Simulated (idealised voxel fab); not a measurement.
Proc. module: voxel capacitor over wiring
Square cell edge 5 nm, section width 175 nm, ID cut.
Cross-section, as written here: a square-cell grid given band by band from the top down, where a band holds one or more rows of cells.
What a band's entry tells you: where the top is and where the bottom is, as heights in nm, and after that what lies inside, material by material from left to right, each with its width in nm. Empty space is written as the word "empty", and a single material marked with the word "all across" occupies the band from edge to edge.
Beneath 0, the wafer as received is one material, and that level is where height counting begins. The lowest band goes on downward without a bottom; it is written like "0 -> down".
A two-number width, for instance "30 to 40", indicates that the width is equal to the first number in the top row of the band and to the second number in the bottom row, and that it changes by a constant amount per row of cells.
Any step labelled "changes: none" changed none of the cells in the cross-section.
What "Closed void entries" gives you is every empty space of 8 cells or more that is cut off from the top. Each appears as width x height at distance, with the distance taken from the left edge and width, height and distance all in nm.
Note: text after step settings on the step line = simulator remark on that step.
overlay nm: how far to the right of its planned place the mask lay on this masked step (negative: to the left).

Process steps - plan
| 1 | RECEIVE: material Si |
| 2 | CONFORMAL_DEP: material SiO2, thk nm 10 |
| 3 | DIRECTIONAL_DEP: material TiN, thk nm 5 |
| 4 | DIRECTIONAL_DEP: material Ru, thk nm 20 |
| 5 | DIRECTIONAL_DEP: material aC, thk nm 15 |
| 6 | PATTERN: tone cover, mask id METAL_1, material resist, width nm 25, pitch nm 75, thk nm 30, overlay nm 0 |
| 7 | DIRECTIONAL_ETCH: etch materials aC, depth nm 15 |
| 8 | STRIP: etch materials resist |
| 9 | DIRECTIONAL_ETCH: etch materials Ru, depth nm 20 |
| 10 | DIRECTIONAL_ETCH: etch materials TiN, depth nm 5 |
| 11 | STRIP: etch materials aC |
| 12 | FILL_DEP: material lowk, thk nm 10 |
| 13 | CMP: height nm 35 |
| 14 | CONFORMAL_DEP: material SiCN, thk nm 5 |
| 15 | DIRECTIONAL_DEP: material SiO2, thk nm 20 |
| 16 | DIRECTIONAL_DEP: material aC, thk nm 10 |
| 17 | PATTERN: tone open, mask id PLUG_1, material resist, width nm 15, thk nm 25, overlay nm 0 |
| 18 | DIRECTIONAL_ETCH: etch materials aC, depth nm 10 |
| 19 | STRIP: etch materials resist |
| 20 | DIRECTIONAL_ETCH: etch materials SiO2, depth nm 20 |
| 21 | DIRECTIONAL_ETCH: etch materials SiCN, depth nm 5 |
| 22 | STRIP: etch materials aC |
| 23 | EPI: material Ru, thk nm 10 |
| 24 | EPI: material Ru, thk nm 10 |
| 25 | EPI: material Ru, thk nm 5 |
| 26 | DIRECTIONAL_DEP: material TiN, thk nm 10 |
| 27 | DIRECTIONAL_DEP: material SiN, thk nm 5 |
| 28 | DIRECTIONAL_DEP: material TiN, thk nm 5 |
| 29 | PATTERN: tone cover, mask id UPPER_PLATE, material resist, width nm 55, thk nm 15, overlay nm 0 |
| 30 | DIRECTIONAL_ETCH: etch materials TiN, depth nm 5 |
| 31 | DIRECTIONAL_ETCH: etch materials SiN, depth nm 5 |
| 32 | STRIP: etch materials resist |
| 33 | MASKED_ETCH: tone cover, mask id LOWER_PLATE, width nm 65, etch materials TiN, depth nm 10, overlay nm 0 |
| 34 | FILL_DEP: material SiO2, thk nm 20 |
| 35 | CMP: height nm 95 |
| 36 | DIRECTIONAL_DEP: material aC, thk nm 10 |
| 37 | PATTERN: tone open, mask id PLUG_2, material resist, width nm 15, thk nm 30, overlay nm 0 |
| 38 | DIRECTIONAL_ETCH: etch materials aC, depth nm 10 |
| 39 | STRIP: etch materials resist |
| 40 | DIRECTIONAL_ETCH: etch materials SiO2, depth nm 15 |
| 41 | STRIP: etch materials aC |
| 42 | CONFORMAL_DEP: material TiN, thk nm 5 |
| 43 | FILL_DEP: material Cu, thk nm 5 |
| 44 | CMP: height nm 95 |
| 45 | CONFORMAL_DEP: material SiN, thk nm 5 |

Wafer as received: cross-section following step 1
- 0 -> down | Si all across
- Closed void entries: none

Cross-section at module end, one run error; start and plan unchanged from above
- 100 -> 95 | SiN all across
- 95 -> 85 | 55 of SiO2  5 of TiN  5 of Cu  5 of TiN  105 of SiO2
- 85 -> 75 | 55 to 60 of SiO2  15 to 40 of TiN  105 to 75 of SiO2
- 75 -> 70 | 60 of SiO2  40 of SiN  75 of SiO2
- 70 -> 65 | 40 of SiO2  65 of TiN  70 of SiO2
- 65 -> 60 | 40 of SiO2  5 of TiN  15 of SiN  45 of TiN  70 of SiO2
- 60 -> 50 | 45 of SiO2  15 of TiN  115 of SiO2
- 50 -> 40 | 45 of SiO2  15 of Ru  115 of SiO2
- 40 -> 35 | 45 of SiCN  15 of Ru  115 of SiCN
- 35 -> 15 | 35 of lowk  25 of Ru  50 of lowk  25 of Ru  40 of lowk
- 15 -> 10 | 35 of lowk  25 of TiN  50 of lowk  25 of TiN  40 of lowk
- 10 -> 0 | SiO2 all across
- 0 -> down | Si all across
- Closed void entries: none
So what did we get wrong on this run? a step is missing from the set 23 and 24, whose members are all alike, and its identity cannot be established
